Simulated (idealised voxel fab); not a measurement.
voxel double patterning: a process module
The figure presents cross-section cut, which has a width of 175 nm and is divided into square cells with an edge length of 5 nm.
This document writes a cross-section as a grid whose cells are square, and gives it as bands, listed from the top down; one or more rows of cells form a band. A band entry consists of two parts. The first gives the height of the band's top and the height of its bottom, in nm. The rest lists the band's materials from left to right, each with its width in nm. A single material labelled with the word "edge to edge" fills the band from edge to edge, and the word "air" marks empty space. We count height from 0. Below that, the starting wafer is all one material. The lowest band never ends at the bottom but goes on down; see "0 nm and below" for how that is written. Quick explanation for "30->40": the width changes in equal steps down the rows of cells, from the first number in the band's top row to the second number in its bottom row. You'll sometimes find "no modification" written for a step, and that's the way of saying that nowhere in the cross-section did a cell change during that step. Fully enclosed voids: empty space of 8 cells or more with no open way to the top, each as width x height at its distance from the left edge, in nm. Past the settings on a step's line: simulator remark, on that step. "overlay nm" denotes, for a step that has a mask, the displacement of the mask to the right of its planned place, with negative values corresponding to the left.
**Steps in the process plan**
1,RECEIVE [material Si]
2,CONFORMAL_DEP [material SiO2] [thk nm 5]
3,DIRECTIONAL_DEP [material W] [thk nm 10]
4,DIRECTIONAL_DEP [material SiCN] [thk nm 10]
5,DIRECTIONAL_DEP [material aC] [thk nm 10]
6,PATTERN [tone open] [mask id FIRST] [material resist] [width nm 15] [pitch nm 50] [thk nm 30] [overlay nm 0]
7,DIRECTIONAL_ETCH [etch materials aC] [depth nm 10]
8,STRIP [etch materials resist]
9,DIRECTIONAL_ETCH [etch materials SiCN] [depth nm 10]
10,STRIP [etch materials aC]
11,PATTERN [tone open] [mask id SECOND] [material resist] [width nm 15] [thk nm 20] [overlay nm 0]
12,DIRECTIONAL_ETCH [etch materials SiCN] [depth nm 10]
13,STRIP [etch materials resist]
14,DIRECTIONAL_ETCH [etch materials W] [depth nm 10]
15,STRIP [etch materials SiCN]
**Cross-section: wafer on arrival = after step 1**
* 0 nm and below = Si edge to edge
* Fully enclosed voids: none
**End-of-module cross-section. Starting structure and process plan as above; one mistake made in running it**
* 10 nm to 5 nm = W (55), then air (15), then W (10), then air (15), then W (10), then air (15), then W (55)
* 5 nm to 0 nm = SiO2 edge to edge
* 0 nm and below = Si edge to edge
* Fully enclosed voids: none
Against the plan, the run slipped here: step 3 did not use the planned setting and instead ran as DIRECTIONAL_DEP [material W] [thk nm 5]
